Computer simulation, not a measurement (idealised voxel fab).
voxel wiring stack: a process module
Shown is cross-section cut, with a width of 260 nm and square cells of size 5 nm.
A cross-section is a grid of square cells, given in bands from the top down. A band is one or more rows of cells.
For a band, the entry starts with two heights in nm, that of the top and then that of the bottom, and carries on with the band's materials in order from left to right, each alongside its width in nm; the word "all across" beside a single material means it fills the band edge to edge, and "empty" means empty space.
The level at which height equals 0 is the one under which the wafer, as it arrives, is entirely one material. No lower edge exists for the bottom band, which continues downward and is notated as in "top 0, no bottom".
The two numbers in a width such as "30..40" mark its ends across the band: the first belongs to the top row of cells, the second to the bottom row, and from each row to the next the width moves by the same amount.
No cell of the cross-section changed in a step that is given as "everything unchanged".
In "Completely sealed voids" the enclosed voids are listed, meaning empty spaces of 8 cells or larger without any opening to the top. The form is width x height at distance, distance from the left edge, units nm.
It should be noted that, on the line of a given step, the content following the step's settings is a remark produced by the simulator itself with respect to that step.
overlay nm: mask right of planned place by this much (step with mask). Neg. = left.

### Planned process steps
1,RECEIVE | material Si
2,CONFORMAL_DEP | material SiO2 | thk nm 15
3,CONFORMAL_DEP | material SiN | thk nm 5
4,DIRECTIONAL_DEP | material SiO2 | thk nm 15
5,PATTERN | tone open | mask id METAL_1 | material resist | width nm 30 | pitch nm 60 | thk nm 15 | overlay nm 0
6,DIRECTIONAL_ETCH | etch materials SiO2 | depth nm 15
7,DIRECTIONAL_ETCH | etch materials SiN | depth nm 5
8,STRIP | etch materials resist
9,CONFORMAL_DEP | material TiN | thk nm 5
10,FILL_DEP | material W | thk nm 5
11,CMP | height nm 35
12,EPI | material Ru | thk nm 5
13,FILL_DEP | material SiCN | thk nm 5
14,DIRECTIONAL_DEP | material lowk | thk nm 30
15,DIRECTIONAL_DEP | material aC | thk nm 10
16,PATTERN | tone open | mask id METAL_2 | material resist | width nm 30 | pitch nm 60 | thk nm 25 | overlay nm 0
17,DIRECTIONAL_ETCH | etch materials aC | depth nm 10
18,STRIP | etch materials resist
19,DIRECTIONAL_ETCH | etch materials lowk | depth nm 20
20,STRIP | etch materials aC
21,DIRECTIONAL_DEP | material aC | thk nm 15
22,PATTERN | tone open | mask id METAL_2_HOLES | material resist | width nm 15 | pitch nm 120 | thk nm 30 | overlay nm 0
23,DIRECTIONAL_ETCH | etch materials aC | depth nm 15
24,STRIP | etch materials resist
25,DIRECTIONAL_ETCH | etch materials lowk | depth nm 10
26,DIRECTIONAL_ETCH | etch materials SiCN | depth nm 5
27,STRIP | etch materials aC
28,CONFORMAL_DEP | material TiN | thk nm 5
29,FILL_DEP | material Cu | thk nm 5
30,CMP | height nm 75
31,CONFORMAL_DEP | material SiCN | thk nm 5
32,DIRECTIONAL_DEP | material lowk | thk nm 15
33,MASKED_ETCH | tone open | mask id PLUG_2 | width nm 15 | pitch nm 120 | etch materials lowk | depth nm 15 | overlay nm 0
34,MASKED_ETCH | tone open | mask id PLUG_2 | width nm 15 | pitch nm 120 | etch materials SiCN | depth nm 5 | overlay nm 0
35,EPI | material Ru | thk nm 10
36,EPI | material Ru | thk nm 10
37,DIRECTIONAL_DEP | material TiN | thk nm 5
38,DIRECTIONAL_DEP | material Ru | thk nm 25
39,MASKED_ETCH | tone cover | mask id METAL_3 | width nm 30 | pitch nm 60 | etch materials Ru | depth nm 25 | overlay nm 0
40,MASKED_ETCH | tone cover | mask id METAL_3 | width nm 30 | pitch nm 60 | etch materials TiN | depth nm 5 | overlay nm 0
41,CONFORMAL_DEP | material SiN | thk nm 5
42,FILL_DEP | material SiO2 | thk nm 5
43,CMP | height nm 125
44,CONFORMAL_DEP | material SiN | thk nm 5

### So, the first of our two wafers, run just as we planned it

### Cross-section of the incoming wafer, state after step 1
  top 0, no bottom = Si all across
  Completely sealed voids: none

### After step 2, in cross-section
  top 15, bottom 0 = SiO2 all across
  Below 0, no change.

### After step 3, in cross-section
  top 20, bottom 15 = SiN all across
  Below 15, no change.

### After step 4, in cross-section
  top 35, bottom 20 = SiO2 all across
  Below 20, no change.

### After step 5, in cross-section
  top 50, bottom 35 = resist (55)  empty (30)  resist (30)  empty (30)  resist (30)  empty (30)  resist (55)
  Below 35, no change.

### After step 6, in cross-section
  top 50, bottom 35 = resist (55)  empty (30)  resist (30)  empty (30)  resist (30)  empty (30)  resist (55)
  top 35, bottom 20 = SiO2 (55)  empty (30)  SiO2 (30)  empty (30)  SiO2 (30)  empty (30)  SiO2 (55)
  Below 20, no change.

### After step 7, in cross-section
  top 50, bottom 35 = resist (55)  empty (30)  resist (30)  empty (30)  resist (30)  empty (30)  resist (55)
  top 35, bottom 20 = SiO2 (55)  empty (30)  SiO2 (30)  empty (30)  SiO2 (30)  empty (30)  SiO2 (55)
  top 20, bottom 15 = SiN (55)  empty (30)  SiN (30)  empty (30)  SiN (30)  empty (30)  SiN (55)
  Below 15, no change.

### After step 8, in cross-section
  top 35, bottom 20 = SiO2 (55)  empty (30)  SiO2 (30)  empty (30)  SiO2 (30)  empty (30)  SiO2 (55)
  Below 20, no change.

### After step 9, in cross-section
  top 40, bottom 35 = TiN (60)  empty (20)  TiN (40)  empty (20)  TiN (40)  empty (20)  TiN (60)
  top 35, bottom 20 = SiO2 (55)  TiN (5)  empty (20)  TiN (5)  SiO2 (30)  TiN (5)  empty (20)  TiN (5)  SiO2 (30)  TiN (5)  empty (20)  TiN (5)  SiO2 (55)
  top 20, bottom 15 = SiN (55)  TiN (30)  SiN (30)  TiN (30)  SiN (30)  TiN (30)  SiN (55)
  Below 15, no change.

### After step 10, in cross-section
  top 45, bottom 40 = W all across
  top 40, bottom 35 = TiN (60)  W (20)  TiN (40)  W (20)  TiN (40)  W (20)  TiN (60)
  top 35, bottom 20 = SiO2 (55)  TiN (5)  W (20)  TiN (5)  SiO2 (30)  TiN (5)  W (20)  TiN (5)  SiO2 (30)  TiN (5)  W (20)  TiN (5)  SiO2 (55)
  Below 20, no change.

### After step 11, in cross-section
  top 35, bottom 20 = SiO2 (55)  TiN (5)  W (20)  TiN (5)  SiO2 (30)  TiN (5)  W (20)  TiN (5)  SiO2 (30)  TiN (5)  W (20)  TiN (5)  SiO2 (55)
  Below 20, no change.

### After step 12, in cross-section
  top 40, bottom 35 = empty (50)  Ru (40)  empty (20)  Ru (40)  empty (20)  Ru (40)  empty (50)
  Below 35, no change.

### After step 13, in cross-section
  top 45, bottom 40 = SiCN all across
  top 40, bottom 35 = SiCN (50)  Ru (40)  SiCN (20)  Ru (40)  SiCN (20)  Ru (40)  SiCN (50)
  Below 35, no change.

### After step 14, in cross-section
  top 75, bottom 45 = lowk all across
  Below 45, no change.

### After step 15, in cross-section
  top 85, bottom 75 = aC all across
  Below 75, no change.

### After step 16, in cross-section
  top 110, bottom 85 = resist (55)  empty (30)  resist (30)  empty (30)  resist (30)  empty (30)  resist (55)
  Below 85, no change.

### After step 17, in cross-section
  top 100, bottom 85 = resist (55)  empty (30)  resist (30)  empty (30)  resist (30)  empty (30)  resist (55)
  top 85, bottom 75 = aC (55)  empty (30)  aC (30)  empty (30)  aC (30)  empty (30)  aC (55)
  Below 75, no change.

### After step 18, in cross-section
  top 85, bottom 75 = aC (55)  empty (30)  aC (30)  empty (30)  aC (30)  empty (30)  aC (55)
  Below 75, no change.

### After step 19, in cross-section
  top 85, bottom 75 = aC (55)  empty (30)  aC (30)  empty (30)  aC (30)  empty (30)  aC (55)
  top 75, bottom 55 = lowk (55)  empty (30)  lowk (30)  empty (30)  lowk (30)  empty (30)  lowk (55)
  Below 55, no change.

### After step 20, in cross-section
  top 75, bottom 55 = lowk (55)  empty (30)  lowk (30)  empty (30)  lowk (30)  empty (30)  lowk (55)
  Below 55, no change.

### After step 21, in cross-section
  top 90, bottom 75 = aC (55)  empty (30)  aC (30)  empty (30)  aC (30)  empty (30)  aC (55)
  top 75, bottom 70 = lowk (55)  empty (30)  lowk (30)  empty (30)  lowk (30)  empty (30)  lowk (55)
  top 70, bottom 55 = lowk (55)  aC (30)  lowk (30)  aC (30)  lowk (30)  aC (30)  lowk (55)
  Below 55, no change.

### After step 22, in cross-section
  top 120, bottom 90 = resist (55)  empty (15)  resist (105)  empty (15)  resist (70)
  top 90, bottom 75 = aC (55)  empty (15)  resist (15)  aC (30)  resist (30)  aC (30)  empty (15)  resist (15)  aC (55)
  top 75, bottom 70 = lowk (55)  empty (15)  resist (15)  lowk (30)  resist (30)  lowk (30)  empty (15)  resist (15)  lowk (55)
  Below 70, no change.

### After step 23, in cross-section
  top 105, bottom 90 = resist (55)  empty (15)  resist (105)  empty (15)  resist (70)
  top 90, bottom 75 = aC (55)  empty (15)  resist (15)  aC (30)  resist (30)  aC (30)  empty (15)  resist (15)  aC (55)
  top 75, bottom 70 = lowk (55)  empty (15)  resist (15)  lowk (30)  resist (30)  lowk (30)  empty (15)  resist (15)  lowk (55)
  top 70, bottom 55 = lowk (55)  empty (15)  aC (15)  lowk (30)  aC (30)  lowk (30)  empty (15)  aC (15)  lowk (55)
  Below 55, no change.

### After step 24, in cross-section
  top 90, bottom 75 = aC (55)  empty (30)  aC (30)  empty (30)  aC (30)  empty (30)  aC (55)
  top 75, bottom 70 = lowk (55)  empty (30)  lowk (30)  empty (30)  lowk (30)  empty (30)  lowk (55)
  Below 70, no change.

### After step 25, in cross-section
  top 90, bottom 75 = aC (55)  empty (30)  aC (30)  empty (30)  aC (30)  empty (30)  aC (55)
  top 75, bottom 70 = lowk (55)  empty (30)  lowk (30)  empty (30)  lowk (30)  empty (30)  lowk (55)
  top 70, bottom 55 = lowk (55)  empty (15)  aC (15)  lowk (30)  aC (30)  lowk (30)  empty (15)  aC (15)  lowk (55)
  top 55, bottom 45 = lowk (55)  empty (15)  lowk (105)  empty (15)  lowk (70)
  Below 45, no change.

### After step 26, in cross-section
  top 90, bottom 75 = aC (55)  empty (30)  aC (30)  empty (30)  aC (30)  empty (30)  aC (55)
  top 75, bottom 70 = lowk (55)  empty (30)  lowk (30)  empty (30)  lowk (30)  empty (30)  lowk (55)
  top 70, bottom 55 = lowk (55)  empty (15)  aC (15)  lowk (30)  aC (30)  lowk (30)  empty (15)  aC (15)  lowk (55)
  top 55, bottom 45 = lowk (55)  empty (15)  lowk (105)  empty (15)  lowk (70)
  top 45, bottom 40 = SiCN (55)  empty (15)  SiCN (105)  empty (15)  SiCN (70)
  Below 40, no change.

### After step 27, in cross-section
  top 75, bottom 55 = lowk (55)  empty (30)  lowk (30)  empty (30)  lowk (30)  empty (30)  lowk (55)
  Below 55, no change.

### After step 28, in cross-section
  top 80, bottom 75 = TiN (60)  empty (20)  TiN (40)  empty (20)  TiN (40)  empty (20)  TiN (60)
  top 75, bottom 60 = lowk (55)  TiN (5)  empty (20)  TiN (5)  lowk (30)  TiN (5)  empty (20)  TiN (5)  lowk (30)  TiN (5)  empty (20)  TiN (5)  lowk (55)
  top 60, bottom 55 = lowk (55)  TiN (5)  empty (5)  TiN (20)  lowk (30)  TiN (30)  lowk (30)  TiN (5)  empty (5)  TiN (20)  lowk (55)
  top 55, bottom 45 = lowk (55)  TiN (5)  empty (5)  TiN (5)  lowk (105)  TiN (5)  empty (5)  TiN (5)  lowk (70)
  top 45, bottom 40 = SiCN (55)  TiN (15)  SiCN (105)  TiN (15)  SiCN (70)
  Below 40, no change.

### After step 29, in cross-section
  top 85, bottom 80 = Cu all across
  top 80, bottom 75 = TiN (60)  Cu (20)  TiN (40)  Cu (20)  TiN (40)  Cu (20)  TiN (60)
  top 75, bottom 60 = lowk (55)  TiN (5)  Cu (20)  TiN (5)  lowk (30)  TiN (5)  Cu (20)  TiN (5)  lowk (30)  TiN (5)  Cu (20)  TiN (5)  lowk (55)
  top 60, bottom 55 = lowk (55)  TiN (5)  Cu (5)  TiN (20)  lowk (30)  TiN (30)  lowk (30)  TiN (5)  Cu (5)  TiN (20)  lowk (55)
  top 55, bottom 45 = lowk (55)  TiN (5)  Cu (5)  TiN (5)  lowk (105)  TiN (5)  Cu (5)  TiN (5)  lowk (70)
  Below 45, no change.

### After step 30, in cross-section
  top 75, bottom 60 = lowk (55)  TiN (5)  Cu (20)  TiN (5)  lowk (30)  TiN (5)  Cu (20)  TiN (5)  lowk (30)  TiN (5)  Cu (20)  TiN (5)  lowk (55)
  Below 60, no change.

### After step 31, in cross-section
  top 80, bottom 75 = SiCN all across
  Below 75, no change.

### After step 32, in cross-section
  top 95, bottom 80 = lowk all across
  Below 80, no change.

### After step 33, in cross-section
  top 95, bottom 80 = lowk (55)  empty (15)  lowk (105)  empty (15)  lowk (70)
  Below 80, no change.

### After step 34, in cross-section
  top 95, bottom 80 = lowk (55)  empty (15)  lowk (105)  empty (15)  lowk (70)
  top 80, bottom 75 = SiCN (55)  empty (15)  SiCN (105)  empty (15)  SiCN (70)
  Below 75, no change.

### After step 35, in cross-section
  top 95, bottom 85 = lowk (55)  empty (15)  lowk (105)  empty (15)  lowk (70)
  top 85, bottom 80 = lowk (55)  Ru (15)  lowk (105)  Ru (15)  lowk (70)
  top 80, bottom 75 = SiCN (55)  Ru (15)  SiCN (105)  Ru (15)  SiCN (70)
  Below 75, no change.

### After step 36, in cross-section
  top 95, bottom 80 = lowk (55)  Ru (15)  lowk (105)  Ru (15)  lowk (70)
  Below 80, no change.

### After step 37, in cross-section
  top 100, bottom 95 = TiN all across
  Below 95, no change.

### After step 38, in cross-section
  top 125, bottom 100 = Ru all across
  Below 100, no change.

### After step 39, in cross-section
  top 125, bottom 100 = empty (55)  Ru (30)  empty (30)  Ru (30)  empty (30)  Ru (30)  empty (55)
  Below 100, no change.

### After step 40, in cross-section
  top 125, bottom 100 = empty (55)  Ru (30)  empty (30)  Ru (30)  empty (30)  Ru (30)  empty (55)
  top 100, bottom 95 = empty (55)  TiN (30)  empty (30)  TiN (30)  empty (30)  TiN (30)  empty (55)
  Below 95, no change.

### After step 41, in cross-section
  top 130, bottom 125 = empty (50)  SiN (40)  empty (20)  SiN (40)  empty (20)  SiN (40)  empty (50)
  top 125, bottom 100 = empty (50)  SiN (5)  Ru (30)  SiN (5)  empty (20)  SiN (5)  Ru (30)  SiN (5)  empty (20)  SiN (5)  Ru (30)  SiN (5)  empty (50)
  top 100, bottom 95 = SiN (55)  TiN (30)  SiN (30)  TiN (30)  SiN (30)  TiN (30)  SiN (55)
  Below 95, no change.

### After step 42, in cross-section
  top 135, bottom 130 = SiO2 all across
  top 130, bottom 125 = SiO2 (50)  SiN (40)  SiO2 (20)  SiN (40)  SiO2 (20)  SiN (40)  SiO2 (50)
  top 125, bottom 100 = SiO2 (50)  SiN (5)  Ru (30)  SiN (5)  SiO2 (20)  SiN (5)  Ru (30)  SiN (5)  SiO2 (20)  SiN (5)  Ru (30)  SiN (5)  SiO2 (50)
  Below 100, no change.

### After step 43, in cross-section
  top 125, bottom 100 = SiO2 (50)  SiN (5)  Ru (30)  SiN (5)  SiO2 (20)  SiN (5)  Ru (30)  SiN (5)  SiO2 (20)  SiN (5)  Ru (30)  SiN (5)  SiO2 (50)
  Below 100, no change.

### After step 44, in cross-section
  top 130, bottom 125 = SiN all across
  Below 125, no change.

### Second Wafer (Identical Start and Plan, One Processing Error; Matches First Wafer Through Step 32)

### Second wafer, section view, time point: scheduled end of step 33
  top 95, bottom 80 = empty (55)  lowk (15)  empty (105)  lowk (15)  empty (70)
  Below 80, no change.

Second wafer, section view, time point: scheduled end of step 34: everything unchanged

Second wafer, section view, time point: scheduled end of step 35: everything unchanged

Second wafer, section view, time point: scheduled end of step 36: everything unchanged

### Second wafer, section view, time point: scheduled end of step 37
  top 100, bottom 95 = empty (55)  TiN (15)  empty (105)  TiN (15)  empty (70)
  top 95, bottom 85 = empty (55)  lowk (15)  empty (105)  lowk (15)  empty (70)
  top 85, bottom 80 = TiN (55)  lowk (15)  TiN (105)  lowk (15)  TiN (70)
  Below 80, no change.

### Second wafer, section view, time point: scheduled end of step 38
  top 125, bottom 110 = empty (55)  Ru (15)  empty (105)  Ru (15)  empty (70)
  top 110, bottom 100 = Ru all across
  top 100, bottom 95 = Ru (55)  TiN (15)  Ru (105)  TiN (15)  Ru (70)
  top 95, bottom 85 = Ru (55)  lowk (15)  Ru (105)  lowk (15)  Ru (70)
  Below 85, no change.

### Second wafer, section view, time point: scheduled end of step 39
  top 125, bottom 110 = empty (55)  Ru (15)  empty (105)  Ru (15)  empty (70)
  top 110, bottom 100 = empty (55)  Ru (30)  empty (30)  Ru (30)  empty (30)  Ru (30)  empty (55)
  top 100, bottom 95 = empty (55)  TiN (15)  Ru (15)  empty (30)  Ru (30)  empty (30)  TiN (15)  Ru (15)  empty (55)
  top 95, bottom 85 = empty (55)  lowk (15)  Ru (15)  empty (30)  Ru (30)  empty (30)  lowk (15)  Ru (15)  empty (55)
  Below 85, no change.

### Second wafer, section view, time point: scheduled end of step 40
  top 125, bottom 110 = empty (55)  Ru (15)  empty (105)  Ru (15)  empty (70)
  top 110, bottom 100 = empty (55)  Ru (30)  empty (30)  Ru (30)  empty (30)  Ru (30)  empty (55)
  top 100, bottom 95 = empty (55)  TiN (15)  Ru (15)  empty (30)  Ru (30)  empty (30)  TiN (15)  Ru (15)  empty (55)
  top 95, bottom 85 = empty (55)  lowk (15)  Ru (15)  empty (30)  Ru (30)  empty (30)  lowk (15)  Ru (15)  empty (55)
  top 85, bottom 80 = empty (55)  lowk (15)  TiN (15)  empty (30)  TiN (30)  empty (30)  lowk (15)  TiN (15)  empty (55)
  Below 80, no change.

### Second wafer, section view, time point: scheduled end of step 41
  top 130, bottom 125 = empty (50)  SiN (25)  empty (95)  SiN (25)  empty (65)
  top 125, bottom 115 = empty (50)  SiN (5)  Ru (15)  SiN (5)  empty (95)  SiN (5)  Ru (15)  SiN (5)  empty (65)
  top 115, bottom 110 = empty (50)  SiN (5)  Ru (15)  SiN (20)  empty (20)  SiN (40)  empty (20)  SiN (5)  Ru (15)  SiN (20)  empty (50)
  top 110, bottom 100 = empty (50)  SiN (5)  Ru (30)  SiN (5)  empty (20)  SiN (5)  Ru (30)  SiN (5)  empty (20)  SiN (5)  Ru (30)  SiN (5)  empty (50)
  top 100, bottom 95 = empty (50)  SiN (5)  TiN (15)  Ru (15)  SiN (5)  empty (20)  SiN (5)  Ru (30)  SiN (5)  empty (20)  SiN (5)  TiN (15)  Ru (15)  SiN (5)  empty (50)
  top 95, bottom 85 = empty (50)  SiN (5)  lowk (15)  Ru (15)  SiN (5)  empty (20)  SiN (5)  Ru (30)  SiN (5)  empty (20)  SiN (5)  lowk (15)  Ru (15)  SiN (5)  empty (50)
  top 85, bottom 80 = SiN (55)  lowk (15)  TiN (15)  SiN (30)  TiN (30)  SiN (30)  lowk (15)  TiN (15)  SiN (55)
  Below 80, no change.

### Second wafer, section view, time point: scheduled end of step 42
  top 135, bottom 130 = SiO2 all across
  top 130, bottom 125 = SiO2 (50)  SiN (25)  SiO2 (95)  SiN (25)  SiO2 (65)
  top 125, bottom 115 = SiO2 (50)  SiN (5)  Ru (15)  SiN (5)  SiO2 (95)  SiN (5)  Ru (15)  SiN (5)  SiO2 (65)
  top 115, bottom 110 = SiO2 (50)  SiN (5)  Ru (15)  SiN (20)  SiO2 (20)  SiN (40)  SiO2 (20)  SiN (5)  Ru (15)  SiN (20)  SiO2 (50)
  top 110, bottom 100 = SiO2 (50)  SiN (5)  Ru (30)  SiN (5)  SiO2 (20)  SiN (5)  Ru (30)  SiN (5)  SiO2 (20)  SiN (5)  Ru (30)  SiN (5)  SiO2 (50)
  top 100, bottom 95 = SiO2 (50)  SiN (5)  TiN (15)  Ru (15)  SiN (5)  SiO2 (20)  SiN (5)  Ru (30)  SiN (5)  SiO2 (20)  SiN (5)  TiN (15)  Ru (15)  SiN (5)  SiO2 (50)
  top 95, bottom 85 = SiO2 (50)  SiN (5)  lowk (15)  Ru (15)  SiN (5)  SiO2 (20)  SiN (5)  Ru (30)  SiN (5)  SiO2 (20)  SiN (5)  lowk (15)  Ru (15)  SiN (5)  SiO2 (50)
  Below 85, no change.

### Second wafer, section view, time point: scheduled end of step 43
  top 125, bottom 115 = SiO2 (50)  SiN (5)  Ru (15)  SiN (5)  SiO2 (95)  SiN (5)  Ru (15)  SiN (5)  SiO2 (65)
  Below 115, no change.

### Second wafer, section view, time point: scheduled end of step 44
  top 130, bottom 125 = SiN all across
  Below 125, no change.
Against the plan, the run slipped here: step 33 off recipe, ran as MASKED_ETCH | tone cover | mask id PLUG_2 | width nm 15 | pitch nm 120 | etch materials lowk | depth nm 15 | overlay nm 0
Counted in cells at the end, the second wafer holds more or fewer of these materials than the first: 24 fewer of Ru | 6 more of SiCN | 26 more of SiN | 112 more of SiO2 | 120 fewer of lowk
